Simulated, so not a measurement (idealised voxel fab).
process module | voxel wiring stack
cross-section cut | 300 nm wide | cells 5 nm
A cross-section is a grid of square cells, given in bands from the top down. A band is one or more rows of cells.
Each band's line starts with the height of the band's top and of its bottom, in nm. Then come its materials from left to right, each with its width in nm. One material with "throughout" fills the band from edge to edge. "air" is empty space.
Height 0 is the level under which the wafer as received is all one material. The lowest band goes on downwards, as in "0 down".
A width such as "30 to 40" changes by the same amount from each row of cells to the next, from the band's top row to its bottom row.
"no change" after a step means that no cell of the cross-section changed.
closed voids: empty space of 8 cells or more with no open way to the top, each as width x height at its distance from the left edge, in nm
after a step's settings: what the simulator itself notes on the step
overlay nm, on a step with a mask: how far to the right of its planned place the mask lay; to the left if negative
Each pair below shows a cross-section before one step and the cross-section after it, down to the lowest band that changed. The line under each pair gives the step between them, with its settings. The pairs can come from different runs of this module on the same starting wafer, so a pair continues from the pair above only where its "before" says so.
before
  145 to 140: Ru throughout
  140 to 135: TiN 85 | Ru 20 | TiN 35 | Ru 20 | TiN 35 | Ru 20 | TiN 85
  135 to 115: lowk 80 | TiN 5 | Ru 20 | TiN 5 | lowk 25 | TiN 5 | Ru 20 | TiN 5 | lowk 25 | TiN 5 | Ru 20 | TiN 5 | lowk 80
  115 to 110: SiCN 80 | TiN 30 | SiCN 25 | TiN 30 | SiCN 25 | TiN 30 | SiCN 80
  110 to 90: SiO2 80 | TiN 5 | Ru 5 | TiN 5 | SiO2 40 | TiN 5 | Ru 5 | TiN 5 | SiO2 40 | TiN 5 | Ru 5 | TiN 5 | SiO2 95
  90 to 85: SiCN 80 | TiN 15 | SiCN 40 | TiN 15 | SiCN 40 | TiN 15 | SiCN 95
  85 to 80: SiO2 75 | SiCN 40 | SiO2 15 | SiCN 40 | SiO2 15 | SiCN 40 | SiO2 75
  80 to 70: SiO2 75 | SiCN 5 | Ru 30 | SiCN 5 | SiO2 15 | SiCN 5 | Ru 30 | SiCN 5 | SiO2 15 | SiCN 5 | Ru 30 | SiCN 5 | SiO2 75
  70 to 65: SiCN 80 | Ru 30 | SiCN 25 | Ru 30 | SiCN 25 | Ru 30 | SiCN 80
  65 to 50: lowk 80 | Ru 15 | lowk 40 | Ru 15 | lowk 40 | Ru 15 | lowk 95
  50 to 45: SiCN 80 | Ru 15 | SiCN 40 | Ru 15 | SiCN 40 | Ru 15 | SiCN 95
  45 to 20: lowk 80 | TiN 5 | Cu 20 | TiN 5 | lowk 25 | TiN 5 | Cu 20 | TiN 5 | lowk 25 | TiN 5 | Cu 20 | TiN 5 | lowk 80
  20 to 15: SiN 80 | TiN 30 | SiN 25 | TiN 30 | SiN 25 | TiN 30 | SiN 80
  15 to 0: SiO2 throughout
  0 down: Si throughout
  closed voids: none
after
  135 to 115: lowk 80 | TiN 5 | Ru 20 | TiN 5 | lowk 25 | TiN 5 | Ru 20 | TiN 5 | lowk 25 | TiN 5 | Ru 20 | TiN 5 | lowk 80
  below 115: unchanged
  closed voids: none
the step between: op CMP | height nm 135
before: the cross-section after the pair above
after
  140 to 135: SiCN throughout
  below 135: unchanged
  closed voids: none
the step between: op CONFORMAL_DEP | material SiCN | thk nm 5
before: the cross-section after the pair above
after
  160 to 140: SiO2 throughout
  below 140: unchanged
  closed voids: none
the step between: op DIRECTIONAL_DEP | material SiO2 | thk nm 20
before: the cross-section after the pair above
after
  170 to 160: aC throughout
  below 160: unchanged
  closed voids: none
the step between: op DIRECTIONAL_DEP | material aC | thk nm 10
before: the cross-section after the pair above
after
  195 to 170: resist 80 | air 15 | resist 40 | air 15 | resist 40 | air 15 | resist 95
  below 170: unchanged
  closed voids: none
the step between: op PATTERN | tone open | mask id PLUG_3 | material resist | width nm 15 | pitch nm 55 | thk nm 25 | overlay nm 0
before: the cross-section after the pair above
after
  185 to 170: resist 80 | air 15 | resist 40 | air 15 | resist 40 | air 15 | resist 95
  170 to 160: aC 80 | air 15 | aC 40 | air 15 | aC 40 | air 15 | aC 95
  below 160: unchanged
  closed voids: none
the step between: op DIRECTIONAL_ETCH | etch materials aC | depth nm 10
before: the cross-section after the pair above
after
  170 to 160: aC 80 | air 15 | aC 40 | air 15 | aC 40 | air 15 | aC 95
  below 160: unchanged
  closed voids: none
the step between: op STRIP | etch materials resist
before: the cross-section after the pair above
after
  170 to 160: aC 80 | air 15 | aC 40 | air 15 | aC 40 | air 15 | aC 95
  160 to 140: SiO2 80 | air 15 | SiO2 40 | air 15 | SiO2 40 | air 15 | SiO2 95
  below 140: unchanged
  closed voids: none
the step between: op DIRECTIONAL_ETCH | etch materials SiO2 | depth nm 20
before: the cross-section after the pair above
after
  170 to 160: aC 80 | air 15 | aC 40 | air 15 | aC 40 | air 15 | aC 95
  160 to 140: SiO2 80 | air 15 | SiO2 40 | air 15 | SiO2 40 | air 15 | SiO2 95
  140 to 135: SiCN 80 | air 15 | SiCN 40 | air 15 | SiCN 40 | air 15 | SiCN 95
  below 135: unchanged
  closed voids: none
the step between: op DIRECTIONAL_ETCH | etch materials SiCN | depth nm 5
before: the cross-section after the pair above
after
  160 to 140: SiO2 80 | air 15 | SiO2 40 | air 15 | SiO2 40 | air 15 | SiO2 95
  below 140: unchanged
  closed voids: none
the step between: op STRIP | etch materials aC
before: the cross-section after the pair above
after
  165 to 160: TiN 85 | air 5 | TiN 50 | air 5 | TiN 50 | air 5 | TiN 100
  160 to 140: SiO2 80 | TiN 5 | air 5 | TiN 5 | SiO2 40 | TiN 5 | air 5 | TiN 5 | SiO2 40 | TiN 5 | air 5 | TiN 5 | SiO2 95
  140 to 135: SiCN 80 | TiN 15 | SiCN 40 | TiN 15 | SiCN 40 | TiN 15 | SiCN 95
  below 135: unchanged
  closed voids: none
the step between: op CONFORMAL_DEP | material TiN | thk nm 5
before: the cross-section after the pair above
after
  170 to 165: W throughout
  165 to 160: TiN 85 | W 5 | TiN 50 | W 5 | TiN 50 | W 5 | TiN 100
  160 to 140: SiO2 80 | TiN 5 | W 5 | TiN 5 | SiO2 40 | TiN 5 | W 5 | TiN 5 | SiO2 40 | TiN 5 | W 5 | TiN 5 | SiO2 95
  below 140: unchanged
  closed voids: none
the step between: op FILL_DEP | material W | thk nm 5
before: the cross-section after the pair above
after
  160 to 140: SiO2 80 | TiN 5 | W 5 | TiN 5 | SiO2 40 | TiN 5 | W 5 | TiN 5 | SiO2 40 | TiN 5 | W 5 | TiN 5 | SiO2 95
  below 140: unchanged
  closed voids: none
the step between: op CMP | height nm 160
before: the cross-section after the pair above
after
  165 to 160: SiCN throughout
  below 160: unchanged
  closed voids: none
the step between: op CONFORMAL_DEP | material SiCN | thk nm 5
before: the cross-section after the pair above
after
  180 to 165: SiO2 throughout
  below 165: unchanged
  closed voids: none
the step between: op DIRECTIONAL_DEP | material SiO2 | thk nm 15
before: the cross-section after the pair above
after
  180 to 165: SiO2 80 | air 30 | SiO2 25 | air 30 | SiO2 25 | air 30 | SiO2 80
  below 165: unchanged
  closed voids: none
the step between: op MASKED_ETCH | tone open | mask id METAL_4 | width nm 30 | pitch nm 55 | etch materials SiO2 | depth nm 15 | overlay nm 0
before: the cross-section after the pair above
after
  180 to 165: SiO2 80 | air 30 | SiO2 25 | air 30 | SiO2 25 | air 30 | SiO2 80
  165 to 160: SiCN 80 | air 30 | SiCN 25 | air 30 | SiCN 25 | air 30 | SiCN 80
  below 160: unchanged
  closed voids: none
the step between: op MASKED_ETCH | tone open | mask id METAL_4 | width nm 30 | pitch nm 55 | etch materials SiCN | depth nm 5 | overlay nm 0
before: the cross-section after the pair above
after
  185 to 180: TiN 85 | air 20 | TiN 35 | air 20 | TiN 35 | air 20 | TiN 85
  180 to 165: SiO2 80 | TiN 5 | air 20 | TiN 5 | SiO2 25 | TiN 5 | air 20 | TiN 5 | SiO2 25 | TiN 5 | air 20 | TiN 5 | SiO2 80
  165 to 160: SiCN 80 | TiN 30 | SiCN 25 | TiN 30 | SiCN 25 | TiN 30 | SiCN 80
  below 160: unchanged
  closed voids: none
the step between: op CONFORMAL_DEP | material TiN | thk nm 5
before: the cross-section after the pair above
after
  190 to 185: Ru throughout
  185 to 180: TiN 85 | Ru 20 | TiN 35 | Ru 20 | TiN 35 | Ru 20 | TiN 85
  180 to 165: SiO2 80 | TiN 5 | Ru 20 | TiN 5 | SiO2 25 | TiN 5 | Ru 20 | TiN 5 | SiO2 25 | TiN 5 | Ru 20 | TiN 5 | SiO2 80
  below 165: unchanged
  closed voids: none
the step between: op FILL_DEP | material Ru | thk nm 5
before: the cross-section after the pair above
after
  180 to 165: SiO2 80 | TiN 5 | Ru 20 | TiN 5 | SiO2 25 | TiN 5 | Ru 20 | TiN 5 | SiO2 25 | TiN 5 | Ru 20 | TiN 5 | SiO2 80
  below 165: unchanged
  closed voids: none
the step between: op CMP | height nm 180
before: the cross-section after the pair above
after
  185 to 180: air 75 | Ru 40 | air 15 | Ru 40 | air 15 | Ru 40 | air 75
  below 180: unchanged
  closed voids: none
the step between: op EPI | material Ru | thk nm 5
before: the cross-section after the pair above
after
  190 to 185: SiCN throughout
  185 to 180: SiCN 75 | Ru 40 | SiCN 15 | Ru 40 | SiCN 15 | Ru 40 | SiCN 75
  below 180: unchanged
  closed voids: none
the step between: op FILL_DEP | material SiCN | thk nm 5
before
  65 to 50: lowk 80 | Ru 15 | lowk 40 | Ru 15 | lowk 40 | Ru 15 | lowk 95
  50 to 45: SiCN 80 | Ru 15 | SiCN 40 | Ru 15 | SiCN 40 | Ru 15 | SiCN 95
  45 to 20: lowk 80 | TiN 5 | Cu 20 | TiN 5 | lowk 25 | TiN 5 | Cu 20 | TiN 5 | lowk 25 | TiN 5 | Cu 20 | TiN 5 | lowk 80
  20 to 15: SiN 80 | TiN 30 | SiN 25 | TiN 30 | SiN 25 | TiN 30 | SiN 80
  15 to 0: SiO2 throughout
  0 down: Si throughout
  closed voids: none
after
  75 to 65: air 70 | Ru 35 | air 20 | Ru 35 | air 20 | Ru 35 | air 85
  below 65: unchanged
  closed voids: none
the step between: op EPI | material Ru | thk nm 10
before: the cross-section after the pair above
after
  80 to 75: air 70 | TiN 35 | air 20 | TiN 35 | air 20 | TiN 35 | air 85
  75 to 70: air 70 | Ru 35 | air 20 | Ru 35 | air 20 | Ru 35 | air 85
  70 to 65: TiN 70 | Ru 35 | TiN 20 | Ru 35 | TiN 20 | Ru 35 | TiN 85
  below 65: unchanged
  closed voids: none
the step between: op DIRECTIONAL_DEP | material TiN | thk nm 5
before: the cross-section after the pair above
after
  95 to 85: air 70 | Ru 35 | air 20 | Ru 35 | air 20 | Ru 35 | air 85
  85 to 80: Ru throughout
  80 to 75: Ru 70 | TiN 35 | Ru 20 | TiN 35 | Ru 20 | TiN 35 | Ru 85
  75 to 70: Ru throughout
  below 70: unchanged
  closed voids: none
the step between: op DIRECTIONAL_DEP | material Ru | thk nm 15
before: the cross-section after the pair above
after
  110 to 100: air 70 | aC 35 | air 20 | aC 35 | air 20 | aC 35 | air 85
  100 to 95: aC throughout
  95 to 85: aC 70 | Ru 35 | aC 20 | Ru 35 | aC 20 | Ru 35 | aC 85
  below 85: unchanged
  closed voids: none
the step between: op DIRECTIONAL_DEP | material aC | thk nm 15
before: the cross-section after the pair above
after
  145 to 110: air 80 | resist 30 | air 25 | resist 30 | air 25 | resist 30 | air 80
  110 to 100: air 70 | aC 35 | resist 5 | air 15 | aC 35 | resist 5 | air 15 | aC 35 | resist 5 | air 80
  below 100: unchanged
  closed voids: none
the step between: op PATTERN | tone cover | mask id METAL_2 | material resist | width nm 30 | pitch nm 55 | thk nm 35 | overlay nm 0
before: the cross-section after the pair above
after
  130 to 110: air 80 | resist 30 | air 25 | resist 30 | air 25 | resist 30 | air 80
  110 to 100: air 80 | aC 25 | resist 5 | air 25 | aC 25 | resist 5 | air 25 | aC 25 | resist 5 | air 80
  100 to 95: air 80 | aC 30 | air 25 | aC 30 | air 25 | aC 30 | air 80
  95 to 85: air 70 | Ru 35 | aC 5 | air 15 | Ru 35 | aC 5 | air 15 | Ru 35 | aC 5 | air 80
  below 85: unchanged
  closed voids: none
the step between: op DIRECTIONAL_ETCH | etch materials aC | depth nm 15
before: the cross-section after the pair above
after
  110 to 100: air 80 | aC 25 | air 30 | aC 25 | air 30 | aC 25 | air 85
  below 100: unchanged
  closed voids: none
the step between: op STRIP | etch materials resist
before: the cross-section after the pair above
after
  110 to 100: air 80 | aC 25 | air 30 | aC 25 | air 30 | aC 25 | air 85
  100 to 95: air 80 | aC 30 | air 25 | aC 30 | air 25 | aC 30 | air 80
  95 to 85: air 80 | Ru 25 | aC 5 | air 25 | Ru 25 | aC 5 | air 25 | Ru 25 | aC 5 | air 80
  85 to 80: air 80 | Ru 30 | air 25 | Ru 30 | air 25 | Ru 30 | air 80
  80 to 75: air 70 | TiN 35 | Ru 5 | air 15 | TiN 35 | Ru 5 | air 15 | TiN 35 | Ru 5 | air 80
  75 to 70: air 70 | Ru 40 | air 15 | Ru 40 | air 15 | Ru 40 | air 80
  below 70: unchanged
  closed voids: none
the step between: op DIRECTIONAL_ETCH | etch materials Ru | depth nm 15
before: the cross-section after the pair above
after
  110 to 100: air 80 | aC 25 | air 30 | aC 25 | air 30 | aC 25 | air 85
  100 to 95: air 80 | aC 30 | air 25 | aC 30 | air 25 | aC 30 | air 80
  95 to 85: air 80 | Ru 25 | aC 5 | air 25 | Ru 25 | aC 5 | air 25 | Ru 25 | aC 5 | air 80
  85 to 80: air 80 | Ru 30 | air 25 | Ru 30 | air 25 | Ru 30 | air 80
  80 to 75: air 80 | TiN 25 | Ru 5 | air 25 | TiN 25 | Ru 5 | air 25 | TiN 25 | Ru 5 | air 80
  75 to 70: air 70 | Ru 40 | air 15 | Ru 40 | air 15 | Ru 40 | air 80
  70 to 65: air 70 | Ru 35 | TiN 5 | air 15 | Ru 35 | TiN 5 | air 15 | Ru 35 | TiN 5 | air 80
  below 65: unchanged
  closed voids: none
the step between: op DIRECTIONAL_ETCH | etch materials TiN | depth nm 5
before: the cross-section after the pair above
after
  95 to 85: air 80 | Ru 25 | air 30 | Ru 25 | air 30 | Ru 25 | air 85
  below 85: unchanged
  closed voids: none
the step between: op STRIP | etch materials aC
before: the cross-section after the pair above
after
  100 to 95: air 75 | SiCN 35 | air 20 | SiCN 35 | air 20 | SiCN 35 | air 80
  95 to 85: air 75 | SiCN 5 | Ru 25 | SiCN 5 to 10 | air 20 to 15 | SiCN 5 | Ru 25 | SiCN 5 to 10 | air 20 to 15 | SiCN 5 | Ru 25 | SiCN 5 to 10 | air 80 to 75
  85 to 80: air 75 | SiCN 5 | Ru 30 | SiCN 5 | air 15 | SiCN 5 | Ru 30 | SiCN 5 | air 15 | SiCN 5 | Ru 30 | SiCN 5 | air 75
  80 to 75: air 65 | SiCN 15 | TiN 25 | Ru 5 | SiCN 5 | air 5 | SiCN 15 | TiN 25 | Ru 5 | SiCN 5 | air 5 | SiCN 15 | TiN 25 | Ru 5 | SiCN 5 | air 75
  75 to 70: air 65 | SiCN 5 | Ru 40 | SiCN 5 | air 5 | SiCN 5 | Ru 40 | SiCN 5 | air 5 | SiCN 5 | Ru 40 | SiCN 5 | air 75
  70 to 65: SiCN 70 | Ru 35 | TiN 5 | SiCN 15 | Ru 35 | TiN 5 | SiCN 15 | Ru 35 | TiN 5 | SiCN 80
  below 65: unchanged
  closed voids: none
the step between: op CONFORMAL_DEP | material SiCN | thk nm 5
before: the cross-section after the pair above
after
  105 to 100: SiO2 throughout
  100 to 95: SiO2 75 | SiCN 35 | SiO2 20 | SiCN 35 | SiO2 20 | SiCN 35 | SiO2 80
  95 to 85: SiO2 75 | SiCN 5 | Ru 25 | SiCN 5 to 10 | SiO2 20 to 15 | SiCN 5 | Ru 25 | SiCN 5 to 10 | SiO2 20 to 15 | SiCN 5 | Ru 25 | SiCN 5 to 10 | SiO2 80 to 75
  85 to 80: SiO2 75 | SiCN 5 | Ru 30 | SiCN 5 | SiO2 15 | SiCN 5 | Ru 30 | SiCN 5 | SiO2 15 | SiCN 5 | Ru 30 | SiCN 5 | SiO2 75
  80 to 75: SiO2 65 | SiCN 15 | TiN 25 | Ru 5 | SiCN 5 | SiO2 5 | SiCN 15 | TiN 25 | Ru 5 | SiCN 5 | SiO2 5 | SiCN 15 | TiN 25 | Ru 5 | SiCN 5 | SiO2 75
  75 to 70: SiO2 65 | SiCN 5 | Ru 40 | SiCN 5 | SiO2 5 | SiCN 5 | Ru 40 | SiCN 5 | SiO2 5 | SiCN 5 | Ru 40 | SiCN 5 | SiO2 75
  below 70: unchanged
  closed voids: none
the step between: op FILL_DEP | material SiO2 | thk nm 5
before: the cross-section after the pair above
after
  85 to 80: SiO2 75 | SiCN 5 | Ru 30 | SiCN 5 | SiO2 15 | SiCN 5 | Ru 30 | SiCN 5 | SiO2 15 | SiCN 5 | Ru 30 | SiCN 5 | SiO2 75
  below 80: unchanged
  closed voids: none
the step between: op CMP | height nm 85
before: the cross-section after the pair above
after
  90 to 85: SiCN throughout
  below 85: unchanged
  closed voids: none
the step between: op CONFORMAL_DEP | material SiCN | thk nm 5
before: the cross-section after the pair above
after
  110 to 90: SiO2 throughout
  below 90: unchanged
  closed voids: none
the step between: op DIRECTIONAL_DEP | material SiO2 | thk nm 20
before: the cross-section after the pair above
after
  125 to 110: resist 80 | air 15 | resist 40 | air 15 | resist 40 | air 15 | resist 95
  below 110: unchanged
  closed voids: none
the step between: op PATTERN | tone open | mask id PLUG_2 | material resist | width nm 15 | pitch nm 55 | thk nm 15 | overlay nm 0
before: the cross-section after the pair above
after
  125 to 110: resist 80 | air 15 | resist 40 | air 15 | resist 40 | air 15 | resist 95
  110 to 90: SiO2 80 | air 15 | SiO2 40 | air 15 | SiO2 40 | air 15 | SiO2 95
  below 90: unchanged
  closed voids: none
the step between: op DIRECTIONAL_ETCH | etch materials SiO2 | depth nm 20
before: the cross-section after the pair above
after
  125 to 110: resist 80 | air 15 | resist 40 | air 15 | resist 40 | air 15 | resist 95
  110 to 90: SiO2 80 | air 15 | SiO2 40 | air 15 | SiO2 40 | air 15 | SiO2 95
  90 to 85: SiCN 80 | air 15 | SiCN 40 | air 15 | SiCN 40 | air 15 | SiCN 95
  below 85: unchanged
  closed voids: none
the step between: op DIRECTIONAL_ETCH | etch materials SiCN | depth nm 5
before: the cross-section after the pair above
after
  110 to 90: SiO2 80 | air 15 | SiO2 40 | air 15 | SiO2 40 | air 15 | SiO2 95
  below 90: unchanged
  closed voids: none
the step between: op STRIP | etch materials resist
before: the cross-section after the pair above
after
  115 to 110: TiN 85 | air 5 | TiN 50 | air 5 | TiN 50 | air 5 | TiN 100
  110 to 90: SiO2 80 | TiN 5 | air 5 | TiN 5 | SiO2 40 | TiN 5 | air 5 | TiN 5 | SiO2 40 | TiN 5 | air 5 | TiN 5 | SiO2 95
  90 to 85: SiCN 80 | TiN 15 | SiCN 40 | TiN 15 | SiCN 40 | TiN 15 | SiCN 95
  below 85: unchanged
  closed voids: none
the step between: op CONFORMAL_DEP | material TiN | thk nm 5
before: the cross-section after the pair above
after
  125 to 115: Ru throughout
  115 to 110: TiN 85 | Ru 5 | TiN 50 | Ru 5 | TiN 50 | Ru 5 | TiN 100
  110 to 90: SiO2 80 | TiN 5 | Ru 5 | TiN 5 | SiO2 40 | TiN 5 | Ru 5 | TiN 5 | SiO2 40 | TiN 5 | Ru 5 | TiN 5 | SiO2 95
  below 90: unchanged
  closed voids: none
the step between: op FILL_DEP | material Ru | thk nm 10
before: the cross-section after the pair above
after
  110 to 90: SiO2 80 | TiN 5 | Ru 5 | TiN 5 | SiO2 40 | TiN 5 | Ru 5 | TiN 5 | SiO2 40 | TiN 5 | Ru 5 | TiN 5 | SiO2 95
  below 90: unchanged
  closed voids: none
the step between: op CMP | height nm 110
before: the cross-section after the pair above
after
  115 to 110: SiCN throughout
  below 110: unchanged
  closed voids: none
the step between: op CONFORMAL_DEP | material SiCN | thk nm 5
before: the cross-section after the pair above
after
  135 to 115: lowk throughout
  below 115: unchanged
  closed voids: none
the step between: op DIRECTIONAL_DEP | material lowk | thk nm 20
before: the cross-section after the pair above
after
  150 to 135: resist 80 | air 30 | resist 25 | air 30 | resist 25 | air 30 | resist 80
  below 135: unchanged
  closed voids: none
the step between: op PATTERN | tone open | mask id METAL_3 | material resist | width nm 30 | pitch nm 55 | thk nm 15 | overlay nm 0
before: the cross-section after the pair above
after
  150 to 135: resist 80 | air 30 | resist 25 | air 30 | resist 25 | air 30 | resist 80
  135 to 115: lowk 80 | air 30 | lowk 25 | air 30 | lowk 25 | air 30 | lowk 80
  below 115: unchanged
  closed voids: none
the step between: op DIRECTIONAL_ETCH | etch materials lowk | depth nm 20
before: the cross-section after the pair above
after
  150 to 135: resist 80 | air 30 | resist 25 | air 30 | resist 25 | air 30 | resist 80
  135 to 115: lowk 80 | air 30 | lowk 25 | air 30 | lowk 25 | air 30 | lowk 80
  115 to 110: SiCN 80 | air 30 | SiCN 25 | air 30 | SiCN 25 | air 30 | SiCN 80
  below 110: unchanged
  closed voids: none
the step between: op DIRECTIONAL_ETCH | etch materials SiCN | depth nm 5
before: the cross-section after the pair above
after
  135 to 115: lowk 80 | air 30 | lowk 25 | air 30 | lowk 25 | air 30 | lowk 80
  below 115: unchanged
  closed voids: none
the step between: op STRIP | etch materials resist
before: the cross-section after the pair above
after
  140 to 135: TiN 85 | air 20 | TiN 35 | air 20 | TiN 35 | air 20 | TiN 85
  135 to 115: lowk 80 | TiN 5 | air 20 | TiN 5 | lowk 25 | TiN 5 | air 20 | TiN 5 | lowk 25 | TiN 5 | air 20 | TiN 5 | lowk 80
  115 to 110: SiCN 80 | TiN 30 | SiCN 25 | TiN 30 | SiCN 25 | TiN 30 | SiCN 80
  below 110: unchanged
  closed voids: none
the step between: op CONFORMAL_DEP | material TiN | thk nm 5
before: the cross-section after the pair above
after
  145 to 140: Ru throughout
  140 to 135: TiN 85 | Ru 20 | TiN 35 | Ru 20 | TiN 35 | Ru 20 | TiN 85
  135 to 115: lowk 80 | TiN 5 | Ru 20 | TiN 5 | lowk 25 | TiN 5 | Ru 20 | TiN 5 | lowk 25 | TiN 5 | Ru 20 | TiN 5 | lowk 80
  below 115: unchanged
  closed voids: none
the step between: op FILL_DEP | material Ru | thk nm 5
before: the cross-section after the pair above
after
  135 to 115: lowk 80 | TiN 5 | Ru 20 | TiN 5 | lowk 25 | TiN 5 | Ru 20 | TiN 5 | lowk 25 | TiN 5 | Ru 20 | TiN 5 | lowk 80
  below 115: unchanged
  closed voids: none
the step between: op CMP | height nm 135
before: the cross-section after the pair above
after
  140 to 135: SiCN throughout
  below 135: unchanged
  closed voids: none
the step between: op CONFORMAL_DEP | material SiCN | thk nm 5
before: the cross-section after the pair above
after
  160 to 140: SiO2 throughout
  below 140: unchanged
  closed voids: none
the step between: op DIRECTIONAL_DEP | material SiO2 | thk nm 20
before: the cross-section after the pair above
after
  170 to 160: aC throughout
  below 160: unchanged
  closed voids: none
the step between: op DIRECTIONAL_DEP | material aC | thk nm 10
before: the cross-section after the pair above
after
  195 to 170: resist 80 | air 15 | resist 40 | air 15 | resist 40 | air 15 | resist 95
  below 170: unchanged
  closed voids: none
the step between: op PATTERN | tone open | mask id PLUG_3 | material resist | width nm 15 | pitch nm 55 | thk nm 25 | overlay nm 0
before: the cross-section after the pair above
after
  185 to 170: resist 80 | air 15 | resist 40 | air 15 | resist 40 | air 15 | resist 95
  170 to 160: aC 80 | air 15 | aC 40 | air 15 | aC 40 | air 15 | aC 95
  below 160: unchanged
  closed voids: none
the step between: op DIRECTIONAL_ETCH | etch materials aC | depth nm 10
before: the cross-section after the pair above
after
  170 to 160: aC 80 | air 15 | aC 40 | air 15 | aC 40 | air 15 | aC 95
  below 160: unchanged
  closed voids: none
the step between: op STRIP | etch materials resist
before: the cross-section after the pair above
after
  170 to 160: aC 80 | air 15 | aC 40 | air 15 | aC 40 | air 15 | aC 95
  160 to 140: SiO2 80 | air 15 | SiO2 40 | air 15 | SiO2 40 | air 15 | SiO2 95
  below 140: unchanged
  closed voids: none
the step between: op DIRECTIONAL_ETCH | etch materials SiO2 | depth nm 20
before: the cross-section after the pair above
after
  170 to 160: aC 80 | air 15 | aC 40 | air 15 | aC 40 | air 15 | aC 95
  160 to 140: SiO2 80 | air 15 | SiO2 40 | air 15 | SiO2 40 | air 15 | SiO2 95
  140 to 135: SiCN 80 | air 15 | SiCN 40 | air 15 | SiCN 40 | air 15 | SiCN 95
  below 135: unchanged
  closed voids: none
the step between: op DIRECTIONAL_ETCH | etch materials SiCN | depth nm 5
before: the cross-section after the pair above
after
  160 to 140: SiO2 80 | air 15 | SiO2 40 | air 15 | SiO2 40 | air 15 | SiO2 95
  below 140: unchanged
  closed voids: none
the step between: op STRIP | etch materials aC
before: the cross-section after the pair above
after
  165 to 160: TiN 85 | air 5 | TiN 50 | air 5 | TiN 50 | air 5 | TiN 100
  160 to 140: SiO2 80 | TiN 5 | air 5 | TiN 5 | SiO2 40 | TiN 5 | air 5 | TiN 5 | SiO2 40 | TiN 5 | air 5 | TiN 5 | SiO2 95
  140 to 135: SiCN 80 | TiN 15 | SiCN 40 | TiN 15 | SiCN 40 | TiN 15 | SiCN 95
  below 135: unchanged
  closed voids: none
the step between: op CONFORMAL_DEP | material TiN | thk nm 5
before: the cross-section after the pair above
after
  170 to 165: W throughout
  165 to 160: TiN 85 | W 5 | TiN 50 | W 5 | TiN 50 | W 5 | TiN 100
  160 to 140: SiO2 80 | TiN 5 | W 5 | TiN 5 | SiO2 40 | TiN 5 | W 5 | TiN 5 | SiO2 40 | TiN 5 | W 5 | TiN 5 | SiO2 95
  below 140: unchanged
  closed voids: none
the step between: op FILL_DEP | material W | thk nm 5
before: the cross-section after the pair above
after
  160 to 140: SiO2 80 | TiN 5 | W 5 | TiN 5 | SiO2 40 | TiN 5 | W 5 | TiN 5 | SiO2 40 | TiN 5 | W 5 | TiN 5 | SiO2 95
  below 140: unchanged
  closed voids: none
the step between: op CMP | height nm 160
before: the cross-section after the pair above
after
  165 to 160: SiCN throughout
  below 160: unchanged
  closed voids: none
the step between: op CONFORMAL_DEP | material SiCN | thk nm 5
before: the cross-section after the pair above
after
  180 to 165: SiO2 throughout
  below 165: unchanged
  closed voids: none
the step between: op DIRECTIONAL_DEP | material SiO2 | thk nm 15
before: the cross-section after the pair above
after
  180 to 165: SiO2 80 | air 30 | SiO2 25 | air 30 | SiO2 25 | air 30 | SiO2 80
  below 165: unchanged
  closed voids: none
the step between: op MASKED_ETCH | tone open | mask id METAL_4 | width nm 30 | pitch nm 55 | etch materials SiO2 | depth nm 15 | overlay nm 0
before: the cross-section after the pair above
after
  180 to 165: SiO2 80 | air 30 | SiO2 25 | air 30 | SiO2 25 | air 30 | SiO2 80
  165 to 160: SiCN 80 | air 30 | SiCN 25 | air 30 | SiCN 25 | air 30 | SiCN 80
  below 160: unchanged
  closed voids: none
the step between: op MASKED_ETCH | tone open | mask id METAL_4 | width nm 30 | pitch nm 55 | etch materials SiCN | depth nm 5 | overlay nm 0
before: the cross-section after the pair above
after
  185 to 180: TiN 85 | air 20 | TiN 35 | air 20 | TiN 35 | air 20 | TiN 85
  180 to 165: SiO2 80 | TiN 5 | air 20 | TiN 5 | SiO2 25 | TiN 5 | air 20 | TiN 5 | SiO2 25 | TiN 5 | air 20 | TiN 5 | SiO2 80
  165 to 160: SiCN 80 | TiN 30 | SiCN 25 | TiN 30 | SiCN 25 | TiN 30 | SiCN 80
  below 160: unchanged
  closed voids: none
the step between: op CONFORMAL_DEP | material TiN | thk nm 5
before: the cross-section after the pair above
after
  190 to 185: Ru throughout
  185 to 180: TiN 85 | Ru 20 | TiN 35 | Ru 20 | TiN 35 | Ru 20 | TiN 85
  180 to 165: SiO2 80 | TiN 5 | Ru 20 | TiN 5 | SiO2 25 | TiN 5 | Ru 20 | TiN 5 | SiO2 25 | TiN 5 | Ru 20 | TiN 5 | SiO2 80
  below 165: unchanged
  closed voids: none
the step between: op FILL_DEP | material Ru | thk nm 5
before: the cross-section after the pair above
after
  180 to 165: SiO2 80 | TiN 5 | Ru 20 | TiN 5 | SiO2 25 | TiN 5 | Ru 20 | TiN 5 | SiO2 25 | TiN 5 | Ru 20 | TiN 5 | SiO2 80
  below 165: unchanged
  closed voids: none
the step between: op CMP | height nm 180
before: the cross-section after the pair above
after
  185 to 180: air 75 | Ru 40 | air 15 | Ru 40 | air 15 | Ru 40 | air 75
  below 180: unchanged
  closed voids: none
the step between: op EPI | material Ru | thk nm 5
before: the cross-section after the pair above
after
  190 to 185: SiCN throughout
  185 to 180: SiCN 75 | Ru 40 | SiCN 15 | Ru 40 | SiCN 15 | Ru 40 | SiCN 75
  below 180: unchanged
  closed voids: none
the step between: op FILL_DEP | material SiCN | thk nm 5
